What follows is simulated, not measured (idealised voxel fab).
The following is a process module called voxel lift off.
In the cross-section labelled cut, the width is 175 nm and each square cell is 5 nm.
When this document writes out a cross-section, it uses a grid of square cells and lists it as bands, beginning at the top and moving down, with a band standing for one or more rows of cells.
Each band's line starts with the height of the band's top and of its bottom, in nm. Then come its materials from left to right, each with its width in nm. One material with "all across" fills the band from edge to edge. "air" is empty space.
Below 0: as-received wafer, all one material; heights counted from there. Lowest band: no bottom, goes on down, written "0..down".
Top row gets the first number, bottom row gets the second, and each row in between changes by the same step: that is how a band width like "30->40" works.
What does "remains unaltered" mean for a step? It means no cell of the cross-section changed in that step.
Entry "Enclosed voids". Content: empty spaces with no open connection to the top, size 8 cells or greater. Each: width x height at distance. Distance: from left edge. Unit: nm.
after a step's settings: what the simulator itself notes on the step
A step's line can hold "overlay nm"; with a mask on that step, the setting says how far right of the planned place the mask lay, while a negative setting says it lay to the left.
**Here's what the planned process steps look like**
- 1: RECEIVE: material Si
- 2: CONFORMAL_DEP: material SiO2, thk nm 15
- 3: PATTERN: tone open, mask id LINES, material resist, width nm 30, pitch nm 45, thk nm 30, overlay nm 0
- 4: DIRECTIONAL_DEP: material Ru, thk nm 15
- 5: STRIP: etch materials resist
- 6: CONFORMAL_DEP: material SiO2, thk nm 5
**Concerning the first of two wafers, which was run in accordance with the plan**
**Received-state cross-section, reflecting completion of step 1**
* 0..down  Si all across
* Enclosed voids: none
**Cross-section through the wafer, step 2 finished**
* 15..0  SiO2 all across
* No changes below 0.
**Cross-section through the wafer, step 3 finished**
* 45..15  50 of resist, then 30 of air, then 15 of resist, then 30 of air, then 50 of resist
* No changes below 15.
**Cross-section through the wafer, step 4 finished**
* 60..45  50 of Ru, then 30 of air, then 15 of Ru, then 30 of air, then 50 of Ru
* 45..30  50 of resist, then 30 of air, then 15 of resist, then 30 of air, then 50 of resist
* 30..15  50 of resist, then 30 of Ru, then 15 of resist, then 30 of Ru, then 50 of resist
* No changes below 15.
**Cross-section through the wafer, step 5 finished**
* 30..15  50 of air, then 30 of Ru, then 15 of air, then 30 of Ru, then 50 of air
* No changes below 15.
**Cross-section through the wafer, step 6 finished**
* 35..30  45 of air, then 40 of SiO2, then 5 of air, then 40 of SiO2, then 45 of air
* 30..20  45 of air, then 5 of SiO2, then 30 of Ru, then 5 of SiO2, then 5 of air, then 5 of SiO2, then 30 of Ru, then 5 of SiO2, then 45 of air
* 20..15  50 of SiO2, then 30 of Ru, then 15 of SiO2, then 30 of Ru, then 50 of SiO2
* No changes below 15.
**It is to be noted that the second wafer proceeded from the same initial state and according to the same plan as the first, although one mistake was committed in its execution; through step 2, inclusive, the two wafers share an identical history**
**Second wafer, section view, time point: scheduled end of step 3**
* 45..15  55 of resist, then 25 of air, then 20 of resist, then 25 of air, then 50 of resist
* No changes below 15.
**Second wafer, section view, time point: scheduled end of step 4**
* 60..45  55 of Ru, then 25 of air, then 20 of Ru, then 25 of air, then 50 of Ru
* 45..30  55 of resist, then 25 of air, then 20 of resist, then 25 of air, then 50 of resist
* 30..15  55 of resist, then 25 of Ru, then 20 of resist, then 25 of Ru, then 50 of resist
* No changes below 15.
**Second wafer, section view, time point: scheduled end of step 5**
* 30..15  55 of air, then 25 of Ru, then 20 of air, then 25 of Ru, then 50 of air
* No changes below 15.
**Second wafer, section view, time point: scheduled end of step 6**
* 35..30  50 of air, then 35 of SiO2, then 10 of air, then 35 of SiO2, then 45 of air
* 30..20  50 of air, then 5 of SiO2, then 25 of Ru, then 5 of SiO2, then 10 of air, then 5 of SiO2, then 25 of Ru, then 5 of SiO2, then 45 of air
* 20..15  55 of SiO2, then 25 of Ru, then 20 of SiO2, then 25 of Ru, then 50 of SiO2
* No changes below 15.
Against the plan, the run slipped here: step 3: run off-plan, actual operation and settings PATTERN: tone open, mask id LINES, material resist, width nm 25, pitch nm 45, thk nm 30, overlay nm 0
It is noted that, at the conclusion of processing, the second wafer exhibits a higher or lower cell count for certain materials relative to the first: Ru: 6 fewer
